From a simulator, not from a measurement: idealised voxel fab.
The name of this process module is voxel self aligned contacts.
Cross-sectional view cut (width: 180 nm; square cell size: 5 nm).
Cross-section = grid of square cells, listed top down in bands; band = one or more rows.
Each band's line starts with the height of the band's top and of its bottom, in nm. Then come its materials from left to right, each with its width in nm. One material with "everywhere" fills the band from edge to edge. "blank" is empty space.
Convention: height 0 is the level below which the wafer, as received, is all one material. The lowest band does not terminate at the bottom but continues downward, represented as "from 0 down".
Per-row width for "30..40": begins at first number (top row of band), ends at second number (bottom row), increment between rows held constant.
Where the words "nothing different" appear for a step, the cross-section shows no cell changed by that step; every cell remained as before.
You'll see "Fully sealed voids" listing empty spaces that have no way open to the top, as long as they're 8 cells or more; the notation is width x height at distance, where the distance is from the left edge, and all of it is in nm.
If you see something after the settings on a step's line, that's the simulator's own remark about that step.
overlay nm: for a step with a mask, the amount by which the mask lay right of where it was planned; a negative amount means left of it.
Each pair of cross-sections that follows straddles one process step: the one shows the state before the step, the other the state after it, down to the lowest band that changed and no further. The step in question, and its settings, are given under the pair. Note that a pair is not necessarily a continuation of the pair above it, since pairs can come from different runs of this module on the same starting wafer; it is a continuation only where its entry headed "Pre-step section" says so.

PRE-STEP SECTION
> from 0 down = Si everywhere
> Fully sealed voids: none

SECTION, POST-STEP
> from 5 to 0 = SiO2 everywhere
> Heights below 0 show no change.
> Fully sealed voids: none
The before and after cross-sections above are linked by CONFORMAL_DEP (material SiO2; thk nm 5)

Pre-step section: The structure entering this step is exactly what the pair just above shows after its step.

SECTION, POST-STEP
> from 30 to 5 = polySi everywhere
> Heights below 5 show no change.
> Fully sealed voids: none
The before and after cross-sections above are linked by DIRECTIONAL_DEP (material polySi; thk nm 25)

Pre-step section: The structure entering this step is exactly what the pair just above shows after its step.

SECTION, POST-STEP
> from 50 to 30 = SiN everywhere
> Heights below 30 show no change.
> Fully sealed voids: none
The before and after cross-sections above are linked by DIRECTIONAL_DEP (material SiN; thk nm 20)

Pre-step section: The structure entering this step is exactly what the pair just above shows after its step.

SECTION, POST-STEP
> from 70 to 50 = blank 45 / resist 25 / blank 40 / resist 25 / blank 45
> Heights below 50 show no change.
> Fully sealed voids: none
The before and after cross-sections above are linked by PATTERN (tone cover; mask id GATE; material resist; width nm 25; pitch nm 65; thk nm 20; overlay nm 0)

Pre-step section: The structure entering this step is exactly what the pair just above shows after its step.

SECTION, POST-STEP
> from 70 to 50 = blank 45 / resist 25 / blank 40 / resist 25 / blank 45
> from 50 to 30 = blank 45 / SiN 25 / blank 40 / SiN 25 / blank 45
> Heights below 30 show no change.
> Fully sealed voids: none
The before and after cross-sections above are linked by DIRECTIONAL_ETCH (etch materials SiN; depth nm 20)

Pre-step section: The structure entering this step is exactly what the pair just above shows after its step.

SECTION, POST-STEP
> from 70 to 50 = blank 45 / resist 25 / blank 40 / resist 25 / blank 45
> from 50 to 30 = blank 45 / SiN 25 / blank 40 / SiN 25 / blank 45
> from 30 to 5 = blank 45 / polySi 25 / blank 40 / polySi 25 / blank 45
> Heights below 5 show no change.
> Fully sealed voids: none
The before and after cross-sections above are linked by DIRECTIONAL_ETCH (etch materials polySi; depth nm 25)

Pre-step section: The structure entering this step is exactly what the pair just above shows after its step.

SECTION, POST-STEP
> from 50 to 30 = blank 45 / SiN 25 / blank 40 / SiN 25 / blank 45
> Heights below 30 show no change.
> Fully sealed voids: none
The before and after cross-sections above are linked by STRIP (etch materials resist)

Pre-step section: The structure entering this step is exactly what the pair just above shows after its step.

SECTION, POST-STEP
> from 60 to 30 = blank 35 / SiN 45 / blank 20 / SiN 45 / blank 35
> from 30 to 15 = blank 35 / SiN 10 / polySi 25 / SiN 10 / blank 20 / SiN 10 / polySi 25 / SiN 10 / blank 35
> from 15 to 5 = SiN 45 / polySi 25 / SiN 40 / polySi 25 / SiN 45
> Heights below 5 show no change.
> Fully sealed voids: none
The before and after cross-sections above are linked by CONFORMAL_DEP (material SiN; thk nm 10)

Pre-step section: The structure entering this step is exactly what the pair just above shows after its step.

SECTION, POST-STEP
> from 50 to 30 = blank 35 / SiN 45 / blank 20 / SiN 45 / blank 35
> from 30 to 5 = blank 35 / SiN 10 / polySi 25 / SiN 10 / blank 20 / SiN 10 / polySi 25 / SiN 10 / blank 35
> Heights below 5 show no change.
> Fully sealed voids: none
The before and after cross-sections above are linked by DIRECTIONAL_ETCH (etch materials SiN; depth nm 10)

Pre-step section: The structure entering this step is exactly what the pair just above shows after its step.

SECTION, POST-STEP
> from 70 to 50 = SiO2 everywhere
> from 50 to 30 = SiO2 35 / SiN 45 / SiO2 20 / SiN 45 / SiO2 35
> from 30 to 5 = SiO2 35 / SiN 10 / polySi 25 / SiN 10 / SiO2 20 / SiN 10 / polySi 25 / SiN 10 / SiO2 35
> Heights below 5 show no change.
> Fully sealed voids: none
The before and after cross-sections above are linked by FILL_DEP (material SiO2; thk nm 20)

Pre-step section: The structure entering this step is exactly what the pair just above shows after its step.

SECTION, POST-STEP
> from 60 to 50 = SiO2 everywhere
> Heights below 50 show no change.
> Fully sealed voids: none
The before and after cross-sections above are linked by CMP (height nm 60)

Pre-step section: The structure entering this step is exactly what the pair just above shows after its step.

SECTION, POST-STEP
> from 75 to 60 = resist 65 / blank 50 / resist 65
> Heights below 60 show no change.
> Fully sealed voids: none
The before and after cross-sections above are linked by PATTERN (tone open; mask id CONTACT; material resist; width nm 50; thk nm 15; overlay nm 0)

Pre-step section: The structure entering this step is exactly what the pair just above shows after its step.

SECTION, POST-STEP
> from 75 to 60 = resist 65 / blank 50 / resist 65
> from 60 to 50 = SiO2 65 / blank 50 / SiO2 65
> from 50 to 30 = SiO2 35 / SiN 45 / blank 20 / SiN 45 / SiO2 35
> from 30 to 5 = SiO2 35 / SiN 10 / polySi 25 / SiN 10 / blank 20 / SiN 10 / polySi 25 / SiN 10 / SiO2 35
> from 5 to 0 = SiO2 80 / blank 20 / SiO2 80
> Heights below 0 show no change.
> Fully sealed voids: none
The before and after cross-sections above are linked by DIRECTIONAL_ETCH (etch materials SiO2; depth nm 60)

Pre-step section: The structure entering this step is exactly what the pair just above shows after its step.

SECTION, POST-STEP
> from 60 to 50 = SiO2 65 / blank 50 / SiO2 65
> Heights below 50 show no change.
> Fully sealed voids: none
The before and after cross-sections above are linked by STRIP (etch materials resist)

Pre-step section: The structure entering this step is exactly what the pair just above shows after its step.

SECTION, POST-STEP
> from 65 to 60 = TiN 70 / blank 40 / TiN 70
> from 60 to 50 = SiO2 65 / TiN 5..20 / blank 40..10 / TiN 5..20 / SiO2 65
> from 50 to 30 = SiO2 35 / SiN 45 / TiN 5 / blank 10 / TiN 5 / SiN 45 / SiO2 35
> from 30 to 5 = SiO2 35 / SiN 10 / polySi 25 / SiN 10 / TiN 5 / blank 10 / TiN 5 / SiN 10 / polySi 25 / SiN 10 / SiO2 35
> from 5 to 0 = SiO2 80 / TiN 20 / SiO2 80
> Heights below 0 show no change.
> Fully sealed voids: none
The before and after cross-sections above are linked by CONFORMAL_DEP (material TiN; thk nm 5)

Pre-step section: The structure entering this step is exactly what the pair just above shows after its step.

SECTION, POST-STEP
> from 70 to 65 = Ru everywhere
> from 65 to 60 = TiN 70 / Ru 40 / TiN 70
> from 60 to 50 = SiO2 65 / TiN 5..20 / Ru 40..10 / TiN 5..20 / SiO2 65
> from 50 to 30 = SiO2 35 / SiN 45 / TiN 5 / Ru 10 / TiN 5 / SiN 45 / SiO2 35
> from 30 to 5 = SiO2 35 / SiN 10 / polySi 25 / SiN 10 / TiN 5 / Ru 10 / TiN 5 / SiN 10 / polySi 25 / SiN 10 / SiO2 35
> Heights below 5 show no change.
> Fully sealed voids: none
The before and after cross-sections above are linked by FILL_DEP (material Ru; thk nm 5)

Pre-step section: The structure entering this step is exactly what the pair just above shows after its step.

SECTION, POST-STEP
> from 60 to 50 = SiO2 65 / TiN 5..20 / Ru 40..10 / TiN 5..20 / SiO2 65
> Heights below 50 show no change.
> Fully sealed voids: none
The before and after cross-sections above are linked by CMP (height nm 60)

Pre-step section: The structure entering this step is exactly what the pair just above shows after its step.

SECTION, POST-STEP
> from 65 to 60 = SiCN everywhere
> Heights below 60 show no change.
> Fully sealed voids: none
The before and after cross-sections above are linked by CONFORMAL_DEP (material SiCN; thk nm 5)

PRE-STEP SECTION
> from 0 down = Si everywhere
> Fully sealed voids: none

SECTION, POST-STEP
> from 25 to 0 = polySi everywhere
> Heights below 0 show no change.
> Fully sealed voids: none
The before and after cross-sections above are linked by DIRECTIONAL_DEP (material polySi; thk nm 25)

Pre-step section: The structure entering this step is exactly what the pair just above shows after its step.

SECTION, POST-STEP
> from 45 to 25 = SiN everywhere
> Heights below 25 show no change.
> Fully sealed voids: none
The before and after cross-sections above are linked by DIRECTIONAL_DEP (material SiN; thk nm 20)

Pre-step section: The structure entering this step is exactly what the pair just above shows after its step.

SECTION, POST-STEP
> from 65 to 45 = blank 45 / resist 25 / blank 40 / resist 25 / blank 45
> Heights below 45 show no change.
> Fully sealed voids: none
The before and after cross-sections above are linked by PATTERN (tone cover; mask id GATE; material resist; width nm 25; pitch nm 65; thk nm 20; overlay nm 0)

Pre-step section: The structure entering this step is exactly what the pair just above shows after its step.

SECTION, POST-STEP
> from 65 to 45 = blank 45 / resist 25 / blank 40 / resist 25 / blank 45
> from 45 to 25 = blank 45 / SiN 25 / blank 40 / SiN 25 / blank 45
> Heights below 25 show no change.
> Fully sealed voids: none
The before and after cross-sections above are linked by DIRECTIONAL_ETCH (etch materials SiN; depth nm 20)

Pre-step section: The structure entering this step is exactly what the pair just above shows after its step.

SECTION, POST-STEP
> from 65 to 45 = blank 45 / resist 25 / blank 40 / resist 25 / blank 45
> from 45 to 25 = blank 45 / SiN 25 / blank 40 / SiN 25 / blank 45
> from 25 to 0 = blank 45 / polySi 25 / blank 40 / polySi 25 / blank 45
> Heights below 0 show no change.
> Fully sealed voids: none
The before and after cross-sections above are linked by DIRECTIONAL_ETCH (etch materials polySi; depth nm 25)

Pre-step section: The structure entering this step is exactly what the pair just above shows after its step.

SECTION, POST-STEP
> from 45 to 25 = blank 45 / SiN 25 / blank 40 / SiN 25 / blank 45
> Heights below 25 show no change.
> Fully sealed voids: none
The before and after cross-sections above are linked by STRIP (etch materials resist)

Pre-step section: The structure entering this step is exactly what the pair just above shows after its step.

SECTION, POST-STEP
> from 55 to 25 = blank 35 / SiN 45 / blank 20 / SiN 45 / blank 35
> from 25 to 10 = blank 35 / SiN 10 / polySi 25 / SiN 10 / blank 20 / SiN 10 / polySi 25 / SiN 10 / blank 35
> from 10 to 0 = SiN 45 / polySi 25 / SiN 40 / polySi 25 / SiN 45
> Heights below 0 show no change.
> Fully sealed voids: none
The before and after cross-sections above are linked by CONFORMAL_DEP (material SiN; thk nm 10)

Pre-step section: The structure entering this step is exactly what the pair just above shows after its step.

SECTION, POST-STEP
> from 45 to 25 = blank 35 / SiN 45 / blank 20 / SiN 45 / blank 35
> from 25 to 0 = blank 35 / SiN 10 / polySi 25 / SiN 10 / blank 20 / SiN 10 / polySi 25 / SiN 10 / blank 35
> Heights below 0 show no change.
> Fully sealed voids: none
The before and after cross-sections above are linked by DIRECTIONAL_ETCH (etch materials SiN; depth nm 10)

Pre-step section: The structure entering this step is exactly what the pair just above shows after its step.

SECTION, POST-STEP
> from 65 to 45 = SiO2 everywhere
> from 45 to 25 = SiO2 35 / SiN 45 / SiO2 20 / SiN 45 / SiO2 35
> from 25 to 0 = SiO2 35 / SiN 10 / polySi 25 / SiN 10 / SiO2 20 / SiN 10 / polySi 25 / SiN 10 / SiO2 35
> Heights below 0 show no change.
> Fully sealed voids: none
The before and after cross-sections above are linked by FILL_DEP (material SiO2; thk nm 20)

Pre-step section: The structure entering this step is exactly what the pair just above shows after its step.

SECTION, POST-STEP
> from 60 to 45 = SiO2 everywhere
> Heights below 45 show no change.
> Fully sealed voids: none
The before and after cross-sections above are linked by CMP (height nm 60)

Pre-step section: The structure entering this step is exactly what the pair just above shows after its step.

SECTION, POST-STEP
> from 75 to 60 = resist 65 / blank 50 / resist 65
> Heights below 60 show no change.
> Fully sealed voids: none
The before and after cross-sections above are linked by PATTERN (tone open; mask id CONTACT; material resist; width nm 50; thk nm 15; overlay nm 0)

Pre-step section: The structure entering this step is exactly what the pair just above shows after its step.

SECTION, POST-STEP
> from 75 to 60 = resist 65 / blank 50 / resist 65
> from 60 to 45 = SiO2 65 / blank 50 / SiO2 65
> from 45 to 25 = SiO2 35 / SiN 45 / blank 20 / SiN 45 / SiO2 35
> from 25 to 0 = SiO2 35 / SiN 10 / polySi 25 / SiN 10 / blank 20 / SiN 10 / polySi 25 / SiN 10 / SiO2 35
> Heights below 0 show no change.
> Fully sealed voids: none
The before and after cross-sections above are linked by DIRECTIONAL_ETCH (etch materials SiO2; depth nm 60)

Pre-step section: The structure entering this step is exactly what the pair just above shows after its step.

SECTION, POST-STEP
> from 60 to 45 = SiO2 65 / blank 50 / SiO2 65
> Heights below 45 show no change.
> Fully sealed voids: none
The before and after cross-sections above are linked by STRIP (etch materials resist)

Pre-step section: The structure entering this step is exactly what the pair just above shows after its step.

SECTION, POST-STEP
> from 65 to 60 = TiN 70 / blank 40 / TiN 70
> from 60 to 50 = SiO2 65 / TiN 5 / blank 40 / TiN 5 / SiO2 65
> from 50 to 45 = SiO2 65 / TiN 20 / blank 10 / TiN 20 / SiO2 65
> from 45 to 25 = SiO2 35 / SiN 45 / TiN 5 / blank 10 / TiN 5 / SiN 45 / SiO2 35
> from 25 to 5 = SiO2 35 / SiN 10 / polySi 25 / SiN 10 / TiN 5 / blank 10 / TiN 5 / SiN 10 / polySi 25 / SiN 10 / SiO2 35
> from 5 to 0 = SiO2 35 / SiN 10 / polySi 25 / SiN 10 / TiN 20 / SiN 10 / polySi 25 / SiN 10 / SiO2 35
> Heights below 0 show no change.
> Fully sealed voids: none
The before and after cross-sections above are linked by CONFORMAL_DEP (material TiN; thk nm 5)

Pre-step section: The structure entering this step is exactly what the pair just above shows after its step.

SECTION, POST-STEP
> from 70 to 65 = Ru everywhere
> from 65 to 60 = TiN 70 / Ru 40 / TiN 70
> from 60 to 50 = SiO2 65 / TiN 5 / Ru 40 / TiN 5 / SiO2 65
> from 50 to 45 = SiO2 65 / TiN 20 / Ru 10 / TiN 20 / SiO2 65
> from 45 to 25 = SiO2 35 / SiN 45 / TiN 5 / Ru 10 / TiN 5 / SiN 45 / SiO2 35
> from 25 to 5 = SiO2 35 / SiN 10 / polySi 25 / SiN 10 / TiN 5 / Ru 10 / TiN 5 / SiN 10 / polySi 25 / SiN 10 / SiO2 35
> Heights below 5 show no change.
> Fully sealed voids: none
The before and after cross-sections above are linked by FILL_DEP (material Ru; thk nm 5)

Pre-step section: The structure entering this step is exactly what the pair just above shows after its step.

SECTION, POST-STEP
> from 60 to 50 = SiO2 65 / TiN 5 / Ru 40 / TiN 5 / SiO2 65
> Heights below 50 show no change.
> Fully sealed voids: none
The before and after cross-sections above are linked by CMP (height nm 60)

Pre-step section: The structure entering this step is exactly what the pair just above shows after its step.

SECTION, POST-STEP
> from 65 to 60 = SiCN everywhere
> Heights below 60 show no change.
> Fully sealed voids: none
The before and after cross-sections above are linked by CONFORMAL_DEP (material SiCN; thk nm 5)

PRE-STEP SECTION
> from 50 to 30 = SiN everywhere
> from 30 to 5 = polySi everywhere
> from 5 to 0 = SiO2 everywhere
> from 0 down = Si everywhere
> Fully sealed voids: none

SECTION, POST-STEP
> from 70 to 30 = SiN everywhere
> Heights below 30 show no change.
> Fully sealed voids: none
The before and after cross-sections above are linked by DIRECTIONAL_DEP (material SiN; thk nm 20)

Pre-step section: The structure entering this step is exactly what the pair just above shows after its step.

SECTION, POST-STEP
> from 90 to 70 = blank 45 / resist 25 / blank 40 / resist 25 / blank 45
> Heights below 70 show no change.
> Fully sealed voids: none
The before and after cross-sections above are linked by PATTERN (tone cover; mask id GATE; material resist; width nm 25; pitch nm 65; thk nm 20; overlay nm 0)

Pre-step section: The structure entering this step is exactly what the pair just above shows after its step.

SECTION, POST-STEP
> from 90 to 70 = blank 45 / resist 25 / blank 40 / resist 25 / blank 45
> from 70 to 50 = blank 45 / SiN 25 / blank 40 / SiN 25 / blank 45
> Heights below 50 show no change.
> Fully sealed voids: none
The before and after cross-sections above are linked by DIRECTIONAL_ETCH (etch materials SiN; depth nm 20)

Pre-step section: The structure entering this step is exactly what the pair just above shows after its step.

SECTION, POST-STEP
> from 70 to 50 = blank 45 / SiN 25 / blank 40 / SiN 25 / blank 45
> Heights below 50 show no change.
> Fully sealed voids: none
The before and after cross-sections above are linked by STRIP (etch materials resist)

Pre-step section: The structure entering this step is exactly what the pair just above shows after its step.

SECTION, POST-STEP
> from 80 to 60 = blank 35 / SiN 45 / blank 20 / SiN 45 / blank 35
> from 60 to 30 = SiN everywhere
> Heights below 30 show no change.
> Fully sealed voids: none
The before and after cross-sections above are linked by CONFORMAL_DEP (material SiN; thk nm 10)

Pre-step section: The structure entering this step is exactly what the pair just above shows after its step.

SECTION, POST-STEP
> from 70 to 50 = blank 35 / SiN 45 / blank 20 / SiN 45 / blank 35
> Heights below 50 show no change.
> Fully sealed voids: none
The before and after cross-sections above are linked by DIRECTIONAL_ETCH (etch materials SiN; depth nm 10)

Pre-step section: The structure entering this step is exactly what the pair just above shows after its step.

SECTION, POST-STEP
> from 90 to 70 = SiO2 everywhere
> from 70 to 50 = SiO2 35 / SiN 45 / SiO2 20 / SiN 45 / SiO2 35
> Heights below 50 show no change.
> Fully sealed voids: none
The before and after cross-sections above are linked by FILL_DEP (material SiO2; thk nm 20)

Pre-step section: The structure entering this step is exactly what the pair just above shows after its step.

SECTION, POST-STEP
> from 60 to 50 = SiO2 35 / SiN 45 / SiO2 20 / SiN 45 / SiO2 35
> Heights below 50 show no change.
> Fully sealed voids: none
The before and after cross-sections above are linked by CMP (height nm 60)

Pre-step section: The structure entering this step is exactly what the pair just above shows after its step.

SECTION, POST-STEP
> from 75 to 60 = resist 65 / blank 50 / resist 65
> Heights below 60 show no change.
> Fully sealed voids: none
The before and after cross-sections above are linked by PATTERN (tone open; mask id CONTACT; material resist; width nm 50; thk nm 15; overlay nm 0)

Pre-step section: The structure entering this step is exactly what the pair just above shows after its step.

SECTION, POST-STEP
> from 75 to 60 = resist 65 / blank 50 / resist 65
> from 60 to 50 = SiO2 35 / SiN 45 / blank 20 / SiN 45 / SiO2 35
> Heights below 50 show no change.
> Fully sealed voids: none
The before and after cross-sections above are linked by DIRECTIONAL_ETCH (etch materials SiO2; depth nm 60)

Pre-step section: The structure entering this step is exactly what the pair just above shows after its step.

SECTION, POST-STEP
> from 60 to 50 = SiO2 35 / SiN 45 / blank 20 / SiN 45 / SiO2 35
> Heights below 50 show no change.
> Fully sealed voids: none
The before and after cross-sections above are linked by STRIP (etch materials resist)

Pre-step section: The structure entering this step is exactly what the pair just above shows after its step.

SECTION, POST-STEP
> from 65 to 60 = TiN 85 / blank 10 / TiN 85
> from 60 to 55 = SiO2 35 / SiN 45 / TiN 5 / blank 10 / TiN 5 / SiN 45 / SiO2 35
> from 55 to 50 = SiO2 35 / SiN 45 / TiN 20 / SiN 45 / SiO2 35
> Heights below 50 show no change.
> Fully sealed voids: none
The before and after cross-sections above are linked by CONFORMAL_DEP (material TiN; thk nm 5)

Pre-step section: The structure entering this step is exactly what the pair just above shows after its step.

SECTION, POST-STEP
> from 70 to 65 = Ru everywhere
> from 65 to 60 = TiN 85 / Ru 10 / TiN 85
> from 60 to 55 = SiO2 35 / SiN 45 / TiN 5 / Ru 10 / TiN 5 / SiN 45 / SiO2 35
> Heights below 55 show no change.
> Fully sealed voids: none
The before and after cross-sections above are linked by FILL_DEP (material Ru; thk nm 5)

Pre-step section: The structure entering this step is exactly what the pair just above shows after its step.

SECTION, POST-STEP
> from 60 to 55 = SiO2 35 / SiN 45 / TiN 5 / Ru 10 / TiN 5 / SiN 45 / SiO2 35
> Heights below 55 show no change.
> Fully sealed voids: none
The before and after cross-sections above are linked by CMP (height nm 60)

Pre-step section: The structure entering this step is exactly what the pair just above shows after its step.

SECTION, POST-STEP
> from 65 to 60 = SiCN everywhere
> Heights below 60 show no change.
> Fully sealed voids: none
The before and after cross-sections above are linked by CONFORMAL_DEP (material SiCN; thk nm 5)

PRE-STEP SECTION
> from 5 to 0 = SiO2 everywhere
> from 0 down = Si everywhere
> Fully sealed voids: none

SECTION, POST-STEP
> from 25 to 5 = SiN everywhere
> Heights below 5 show no change.
> Fully sealed voids: none
The before and after cross-sections above are linked by DIRECTIONAL_DEP (material SiN; thk nm 20)

Pre-step section: The structure entering this step is exactly what the pair just above shows after its step.

SECTION, POST-STEP
> from 50 to 25 = polySi everywhere
> Heights below 25 show no change.
> Fully sealed voids: none
The before and after cross-sections above are linked by DIRECTIONAL_DEP (material polySi; thk nm 25)

Pre-step section: The structure entering this step is exactly what the pair just above shows after its step.

SECTION, POST-STEP
> from 70 to 50 = blank 45 / resist 25 / blank 40 / resist 25 / blank 45
> Heights below 50 show no change.
> Fully sealed voids: none
The before and after cross-sections above are linked by PATTERN (tone cover; mask id GATE; material resist; width nm 25; pitch nm 65; thk nm 20; overlay nm 0)

Pre-step section: The structure entering this step is exactly what the pair just above shows after its step.

SECTION, POST-STEP
> from 70 to 50 = blank 45 / resist 25 / blank 40 / resist 25 / blank 45
> from 50 to 25 = blank 45 / polySi 25 / blank 40 / polySi 25 / blank 45
> Heights below 25 show no change.
> Fully sealed voids: none
The before and after cross-sections above are linked by DIRECTIONAL_ETCH (etch materials polySi; depth nm 25)

Pre-step section: The structure entering this step is exactly what the pair just above shows after its step.

SECTION, POST-STEP
> from 50 to 25 = blank 45 / polySi 25 / blank 40 / polySi 25 / blank 45
> Heights below 25 show no change.
> Fully sealed voids: none
The before and after cross-sections above are linked by STRIP (etch materials resist)

Pre-step section: The structure entering this step is exactly what the pair just above shows after its step.

SECTION, POST-STEP
> from 60 to 50 = blank 35 / SiN 45 / blank 20 / SiN 45 / blank 35
> from 50 to 35 = blank 35 / SiN 10 / polySi 25 / SiN 10 / blank 20 / SiN 10 / polySi 25 / SiN 10 / blank 35
> from 35 to 25 = SiN 45 / polySi 25 / SiN 40 / polySi 25 / SiN 45
> Heights below 25 show no change.
> Fully sealed voids: none
The before and after cross-sections above are linked by CONFORMAL_DEP (material SiN; thk nm 10)

Pre-step section: The structure entering this step is exactly what the pair just above shows after its step.

SECTION, POST-STEP
> from 50 to 25 = blank 35 / SiN 10 / polySi 25 / SiN 10 / blank 20 / SiN 10 / polySi 25 / SiN 10 / blank 35
> Heights below 25 show no change.
> Fully sealed voids: none
The before and after cross-sections above are linked by DIRECTIONAL_ETCH (etch materials SiN; depth nm 10)

Pre-step section: The structure entering this step is exactly what the pair just above shows after its step.

SECTION, POST-STEP
> from 70 to 50 = SiO2 everywhere
> from 50 to 25 = SiO2 35 / SiN 10 / polySi 25 / SiN 10 / SiO2 20 / SiN 10 / polySi 25 / SiN 10 / SiO2 35
> Heights below 25 show no change.
> Fully sealed voids: none
The before and after cross-sections above are linked by FILL_DEP (material SiO2; thk nm 20)

Pre-step section: The structure entering this step is exactly what the pair just above shows after its step.

SECTION, POST-STEP
> from 60 to 50 = SiO2 everywhere
> Heights below 50 show no change.
> Fully sealed voids: none
The before and after cross-sections above are linked by CMP (height nm 60)

Pre-step section: The structure entering this step is exactly what the pair just above shows after its step.

SECTION, POST-STEP
> from 75 to 60 = resist 65 / blank 50 / resist 65
> Heights below 60 show no change.
> Fully sealed voids: none
The before and after cross-sections above are linked by PATTERN (tone open; mask id CONTACT; material resist; width nm 50; thk nm 15; overlay nm 0)

Pre-step section: The structure entering this step is exactly what the pair just above shows after its step.

SECTION, POST-STEP
> from 75 to 60 = resist 65 / blank 50 / resist 65
> from 60 to 50 = SiO2 65 / blank 50 / SiO2 65
> from 50 to 25 = SiO2 35 / SiN 10 / polySi 25 / SiN 10 / blank 20 / SiN 10 / polySi 25 / SiN 10 / SiO2 35
> Heights below 25 show no change.
> Fully sealed voids: none
The before and after cross-sections above are linked by DIRECTIONAL_ETCH (etch materials SiO2; depth nm 60)

Pre-step section: The structure entering this step is exactly what the pair just above shows after its step.

SECTION, POST-STEP
> from 60 to 50 = SiO2 65 / blank 50 / SiO2 65
> Heights below 50 show no change.
> Fully sealed voids: none
The before and after cross-sections above are linked by STRIP (etch materials resist)

Pre-step section: The structure entering this step is exactly what the pair just above shows after its step.

SECTION, POST-STEP
> from 65 to 60 = TiN 70 / blank 40 / TiN 70
> from 60 to 50 = SiO2 65 / TiN 5..20 / blank 40..10 / TiN 5..20 / SiO2 65
> from 50 to 30 = SiO2 35 / SiN 10 / polySi 25 / SiN 10 / TiN 5 / blank 10 / TiN 5 / SiN 10 / polySi 25 / SiN 10 / SiO2 35
> from 30 to 25 = SiO2 35 / SiN 10 / polySi 25 / SiN 10 / TiN 20 / SiN 10 / polySi 25 / SiN 10 / SiO2 35
> Heights below 25 show no change.
> Fully sealed voids: none
The before and after cross-sections above are linked by CONFORMAL_DEP (material TiN; thk nm 5)

Pre-step section: The structure entering this step is exactly what the pair just above shows after its step.

SECTION, POST-STEP
> from 70 to 65 = Ru everywhere
> from 65 to 60 = TiN 70 / Ru 40 / TiN 70
> from 60 to 50 = SiO2 65 / TiN 5..20 / Ru 40..10 / TiN 5..20 / SiO2 65
> from 50 to 30 = SiO2 35 / SiN 10 / polySi 25 / SiN 10 / TiN 5 / Ru 10 / TiN 5 / SiN 10 / polySi 25 / SiN 10 / SiO2 35
> Heights below 30 show no change.
> Fully sealed voids: none
The before and after cross-sections above are linked by FILL_DEP (material Ru; thk nm 5)

Pre-step section: The structure entering this step is exactly what the pair just above shows after its step.

SECTION, POST-STEP
> from 60 to 50 = SiO2 65 / TiN 5..20 / Ru 40..10 / TiN 5..20 / SiO2 65
> Heights below 50 show no change.
> Fully sealed voids: none
The before and after cross-sections above are linked by CMP (height nm 60)

Pre-step section: The structure entering this step is exactly what the pair just above shows after its step.

SECTION, POST-STEP
> from 65 to 60 = SiCN everywhere
> Heights below 60 show no change.
> Fully sealed voids: none
The before and after cross-sections above are linked by CONFORMAL_DEP (material SiCN; thk nm 5)

PRE-STEP SECTION
> from 70 to 50 = SiO2 everywhere
> from 50 to 30 = SiO2 35 / SiN 45 / SiO2 20 / SiN 45 / SiO2 35
> from 30 to 5 = SiO2 35 / SiN 10 / polySi 25 / SiN 10 / SiO2 20 / SiN 10 / polySi 25 / SiN 10 / SiO2 35
> from 5 to 0 = SiO2 everywhere
> from 0 down = Si everywhere
> Fully sealed voids: none

SECTION, POST-STEP
> from 50 to 30 = SiO2 35 / SiN 45 / SiO2 20 / SiN 45 / SiO2 35
> Heights below 30 show no change.
> Fully sealed voids: none
The before and after cross-sections above are linked by CMP (height nm 50)

Pre-step section: The structure entering this step is exactly what the pair just above shows after its step.

SECTION, POST-STEP
> from 65 to 50 = resist 65 / blank 50 / resist 65
> Heights below 50 show no change.
> Fully sealed voids: none
The before and after cross-sections above are linked by PATTERN (tone open; mask id CONTACT; material resist; width nm 50; thk nm 15; overlay nm 0)

Pre-step section: The structure entering this step is exactly what the pair just above shows after its step.

SECTION, POST-STEP
> from 65 to 50 = resist 65 / blank 50 / resist 65
> from 50 to 30 = SiO2 35 / SiN 45 / blank 20 / SiN 45 / SiO2 35
> from 30 to 5 = SiO2 35 / SiN 10 / polySi 25 / SiN 10 / blank 20 / SiN 10 / polySi 25 / SiN 10 / SiO2 35
> from 5 to 0 = SiO2 80 / blank 20 / SiO2 80
> Heights below 0 show no change.
> Fully sealed voids: none
The before and after cross-sections above are linked by DIRECTIONAL_ETCH (etch materials SiO2; depth nm 60)

Pre-step section: The structure entering this step is exactly what the pair just above shows after its step.

SECTION, POST-STEP
> from 50 to 30 = SiO2 35 / SiN 45 / blank 20 / SiN 45 / SiO2 35
> Heights below 30 show no change.
> Fully sealed voids: none
The before and after cross-sections above are linked by STRIP (etch materials resist)

Pre-step section: The structure entering this step is exactly what the pair just above shows after its step.

SECTION, POST-STEP
> from 55 to 50 = TiN 85 / blank 10 / TiN 85
> from 50 to 30 = SiO2 35 / SiN 45 / TiN 5 / blank 10 / TiN 5 / SiN 45 / SiO2 35
> from 30 to 5 = SiO2 35 / SiN 10 / polySi 25 / SiN 10 / TiN 5 / blank 10 / TiN 5 / SiN 10 / polySi 25 / SiN 10 / SiO2 35
> from 5 to 0 = SiO2 80 / TiN 20 / SiO2 80
> Heights below 0 show no change.
> Fully sealed voids: none
The before and after cross-sections above are linked by CONFORMAL_DEP (material TiN; thk nm 5)

Pre-step section: The structure entering this step is exactly what the pair just above shows after its step.

SECTION, POST-STEP
> from 60 to 55 = Ru everywhere
> from 55 to 50 = TiN 85 / Ru 10 / TiN 85
> from 50 to 30 = SiO2 35 / SiN 45 / TiN 5 / Ru 10 / TiN 5 / SiN 45 / SiO2 35
> from 30 to 5 = SiO2 35 / SiN 10 / polySi 25 / SiN 10 / TiN 5 / Ru 10 / TiN 5 / SiN 10 / polySi 25 / SiN 10 / SiO2 35
> Heights below 5 show no change.
> Fully sealed voids: none
The before and after cross-sections above are linked by FILL_DEP (material Ru; thk nm 5)

Pre-step section: The structure entering this step is exactly what the pair just above shows after its step.

SECTION, POST-STEP
> from 65 to 60 = SiCN everywhere
> Heights below 60 show no change.
> Fully sealed voids: none
The before and after cross-sections above are linked by CONFORMAL_DEP (material SiCN; thk nm 5)

PRE-STEP SECTION
> from 60 to 50 = SiO2 everywhere
> from 50 to 30 = SiO2 35 / SiN 45 / SiO2 20 / SiN 45 / SiO2 35
> from 30 to 5 = SiO2 35 / SiN 10 / polySi 25 / SiN 10 / SiO2 20 / SiN 10 / polySi 25 / SiN 10 / SiO2 35
> from 5 to 0 = SiO2 everywhere
> from 0 down = Si everywhere
> Fully sealed voids: none

SECTION, POST-STEP
> from 75 to 60 = resist 65 / blank 55 / resist 60
> Heights below 60 show no change.
> Fully sealed voids: none
The before and after cross-sections above are linked by PATTERN (tone open; mask id CONTACT; material resist; width nm 55; thk nm 15; overlay nm 0)
